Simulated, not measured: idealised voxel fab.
Presented below is a process module, voxel released beams.
Square cell edge 5 nm, section width 290 nm, ID cut.
Bands, listed from the top down, are how a cross-section gets written in this document; the cross-section itself is a grid of square cells, and a band is one or more rows of them. Read a band's entry like this: the first values are the height of its top and the height of its bottom in nm, and what follows is the sequence of materials from left to right, each with its width in nm. Note that "blank" is empty space, and that a single material marked "everywhere" reaches across the band from edge to edge. For the purposes of this specification, 0 denotes the height below which the wafer in its as-received condition is composed wholly of one material, and the lowermost band, lacking a lower limit, extends downward without end, as expressed in "0 nm and below". Width spec "30..40" -> top row of cells at first value, bottom row at second value, equal per-row change in between. Where a step carries "remains unaltered", the cross-section came out of it unchanged, cell for cell. In "Fully enclosed voids" the enclosed voids are listed, meaning empty spaces of 8 cells or larger without any opening to the top. The form is width x height at distance, distance from the left edge, units nm. Formally, on a step line, whatever follows the settings is a remark that the simulator itself makes on the step. The "overlay nm" setting may appear on a step's line; for a step that uses a mask, it gives how far to the right of its planned position the mask lay, and a negative value indicates the left.
The steps planned for the process are as follows:
- 1: op RECEIVE | material Si
- 2: op CONFORMAL_DEP | material SiN | thk nm 10
- 3: op DIRECTIONAL_DEP | material SiO2 | thk nm 20
- 4: op MASKED_ETCH | tone open | mask id ANCHOR | width nm 35 | etch materials SiO2 | depth nm 20 | overlay nm -15
- 5: op CONFORMAL_DEP | material polySi | thk nm 10
- 6: op MASKED_ETCH | tone cover | mask id BEAM | width nm 90 | etch materials polySi | depth nm 10 | overlay nm 0
- 7: op STRIP | etch materials SiO2
Same starting wafers, different overlay nm at step 4. Plan value belongs to the first wafer.
First wafer of several, as received: cross-section after step 1:
	0 nm and below | Si everywhere
	Fully enclosed voids: none
Gained (+) or lost (-) cells of each material since receipt, then closed voids: one row per wafer, at the end of the module:
overlay nm -15 | +116 SiN | +52 polySi | Fully enclosed voids: none
overlay nm -10 | +116 SiN | +52 polySi | Fully enclosed voids: none
overlay nm -5 | +116 SiN | +52 polySi | Fully enclosed voids: none
overlay nm 0 | +116 SiN | +52 polySi | Fully enclosed voids: none
overlay nm 5 | +116 SiN | +52 polySi | Fully enclosed voids: none
overlay nm 10 | +116 SiN | +52 polySi | Fully enclosed voids: none
overlay nm 15 | +116 SiN | +52 polySi | Fully enclosed voids: none
